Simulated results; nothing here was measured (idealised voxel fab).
process module | voxel air gaps
cross-section cut | 165 nm wide | cells 5 nm
A cross-section is a grid of square cells, given in bands from the top down. A band is one or more rows of cells.
Each band's line starts with the height of the band's top and of its bottom, in nm. Then come its materials from left to right, each with its width in nm. One material with "throughout" fills the band from edge to edge. "air" is empty space.
Height 0 is the level under which the wafer as received is all one material. The lowest band goes on downwards, as in "0 down".
A width such as "30 to 40" changes by the same amount from each row of cells to the next, from the band's top row to its bottom row.
"no change" after a step means that no cell of the cross-section changed.
closed voids: empty space of 8 cells or more with no open way to the top, each as width x height at its distance from the left edge, in nm
after a step's settings: what the simulator itself notes on the step
overlay nm, on a step with a mask: how far to the right of its planned place the mask lay; to the left if negative
plan
1 op RECEIVE | material Si
2 op CONFORMAL_DEP | material SiO2 | thk nm 15
3 op CONFORMAL_DEP | material SiCN | thk nm 5
4 op DIRECTIONAL_DEP | material SiO2 | thk nm 35
5 op MASKED_ETCH | tone open | mask id LINES | width nm 20 | pitch nm 45 | etch materials SiO2 | depth nm 35 | overlay nm 0
6 op CONFORMAL_DEP | material TiN | thk nm 5
7 op FILL_DEP | material Cu | thk nm 5
8 op CMP | height nm 55
9 op EPI | material Ru | thk nm 10
10 op SELECTIVE_ETCH | etch materials SiO2 | depth nm 45
11 op CONFORMAL_DEP | material SiCN | thk nm 5
first wafer, as planned
as received, after step 1
  0 down: Si throughout
  closed voids: none
after step 2
  15 to 0: SiO2 throughout
  below 0: unchanged
after step 3
  20 to 15: SiCN throughout
  below 15: unchanged
after step 4
  55 to 20: SiO2 throughout
  below 20: unchanged
after step 5
  55 to 20: SiO2 25 | air 20 | SiO2 25 | air 20 | SiO2 25 | air 20 | SiO2 30
  below 20: unchanged
after step 6
  60 to 55: TiN 30 | air 10 | TiN 35 | air 10 | TiN 35 | air 10 | TiN 35
  55 to 25: SiO2 25 | TiN 5 | air 10 | TiN 5 | SiO2 25 | TiN 5 | air 10 | TiN 5 | SiO2 25 | TiN 5 | air 10 | TiN 5 | SiO2 30
  25 to 20: SiO2 25 | TiN 20 | SiO2 25 | TiN 20 | SiO2 25 | TiN 20 | SiO2 30
  below 20: unchanged
after step 7
  65 to 60: Cu throughout
  60 to 55: TiN 30 | Cu 10 | TiN 35 | Cu 10 | TiN 35 | Cu 10 | TiN 35
  55 to 25: SiO2 25 | TiN 5 | Cu 10 | TiN 5 | SiO2 25 | TiN 5 | Cu 10 | TiN 5 | SiO2 25 | TiN 5 | Cu 10 | TiN 5 | SiO2 30
  below 25: unchanged
after step 8
  55 to 25: SiO2 25 | TiN 5 | Cu 10 | TiN 5 | SiO2 25 | TiN 5 | Cu 10 | TiN 5 | SiO2 25 | TiN 5 | Cu 10 | TiN 5 | SiO2 30
  below 25: unchanged
after step 9
  65 to 55: air 15 | Ru 40 | air 5 | Ru 40 | air 5 | Ru 40 | air 20
  below 55: unchanged
after step 10
  65 to 55: air 15 | Ru 40 | air 5 | Ru 40 | air 5 | Ru 40 | air 20
  55 to 25: air 25 | TiN 5 | Cu 10 | TiN 5 | air 25 | TiN 5 | Cu 10 | TiN 5 | air 25 | TiN 5 | Cu 10 | TiN 5 | air 30
  25 to 20: air 25 | TiN 20 | air 25 | TiN 20 | air 25 | TiN 20 | air 30
  below 20: unchanged
after step 11
  70 to 65: air 10 | SiCN 140 | air 15
  65 to 55: air 10 | SiCN 5 | Ru 40 | SiCN 5 | Ru 40 | SiCN 5 | Ru 40 | SiCN 5 | air 15
  55 to 50: air 10 | SiCN 15 | TiN 5 | Cu 10 | TiN 5 | SiCN 25 | TiN 5 | Cu 10 | TiN 5 | SiCN 25 | TiN 5 | Cu 10 | TiN 5 | SiCN 15 | air 15
  50 to 25: air 20 | SiCN 5 | TiN 5 | Cu 10 | TiN 5 | SiCN 5 | air 15 | SiCN 5 | TiN 5 | Cu 10 | TiN 5 | SiCN 5 | air 15 | SiCN 5 | TiN 5 | Cu 10 | TiN 5 | SiCN 5 | air 25
  25 to 20: SiCN 25 | TiN 20 | SiCN 25 | TiN 20 | SiCN 25 | TiN 20 | SiCN 30
  below 20: unchanged
  closed voids: 15 x 25 at 50; 15 x 25 at 95
second wafer: like start, like plan, one mistake. Through step 4 it matches the first wafer
when step 5 should have ended
  55 to 20: SiO2 35 | air 20 | SiO2 25 | air 20 | SiO2 25 | air 20 | SiO2 20
  below 20: unchanged
when step 6 should have ended
  60 to 55: TiN 40 | air 10 | TiN 35 | air 10 | TiN 35 | air 10 | TiN 25
  55 to 25: SiO2 35 | TiN 5 | air 10 | TiN 5 | SiO2 25 | TiN 5 | air 10 | TiN 5 | SiO2 25 | TiN 5 | air 10 | TiN 5 | SiO2 20
  25 to 20: SiO2 35 | TiN 20 | SiO2 25 | TiN 20 | SiO2 25 | TiN 20 | SiO2 20
  below 20: unchanged
when step 7 should have ended
  65 to 60: Cu throughout
  60 to 55: TiN 40 | Cu 10 | TiN 35 | Cu 10 | TiN 35 | Cu 10 | TiN 25
  55 to 25: SiO2 35 | TiN 5 | Cu 10 | TiN 5 | SiO2 25 | TiN 5 | Cu 10 | TiN 5 | SiO2 25 | TiN 5 | Cu 10 | TiN 5 | SiO2 20
  below 25: unchanged
when step 8 should have ended
  55 to 25: SiO2 35 | TiN 5 | Cu 10 | TiN 5 | SiO2 25 | TiN 5 | Cu 10 | TiN 5 | SiO2 25 | TiN 5 | Cu 10 | TiN 5 | SiO2 20
  below 25: unchanged
when step 9 should have ended
  65 to 55: air 25 | Ru 40 | air 5 | Ru 40 | air 5 | Ru 40 | air 10
  below 55: unchanged
when step 10 should have ended
  65 to 55: air 25 | Ru 40 | air 5 | Ru 40 | air 5 | Ru 40 | air 10
  55 to 25: air 35 | TiN 5 | Cu 10 | TiN 5 | air 25 | TiN 5 | Cu 10 | TiN 5 | air 25 | TiN 5 | Cu 10 | TiN 5 | air 20
  25 to 20: air 35 | TiN 20 | air 25 | TiN 20 | air 25 | TiN 20 | air 20
  below 20: unchanged
when step 11 should have ended
  70 to 65: air 20 | SiCN 140 | air 5
  65 to 55: air 20 | SiCN 5 | Ru 40 | SiCN 5 | Ru 40 | SiCN 5 | Ru 40 | SiCN 5 | air 5
  55 to 50: air 20 | SiCN 15 | TiN 5 | Cu 10 | TiN 5 | SiCN 25 | TiN 5 | Cu 10 | TiN 5 | SiCN 25 | TiN 5 | Cu 10 | TiN 5 | SiCN 15 | air 5
  50 to 25: air 30 | SiCN 5 | TiN 5 | Cu 10 | TiN 5 | SiCN 5 | air 15 | SiCN 5 | TiN 5 | Cu 10 | TiN 5 | SiCN 5 | air 15 | SiCN 5 | TiN 5 | Cu 10 | TiN 5 | SiCN 5 | air 15
  25 to 20: SiCN 35 | TiN 20 | SiCN 25 | TiN 20 | SiCN 25 | TiN 20 | SiCN 20
  below 20: unchanged
  closed voids: 15 x 25 at 60; 15 x 25 at 105
what went wrong: step 5 ran as: op MASKED_ETCH | tone open | mask id LINES | width nm 20 | pitch nm 45 | etch materials SiO2 | depth nm 35 | overlay nm 10
at the end the second wafer has, in cells: as many of each material as the first, in other places
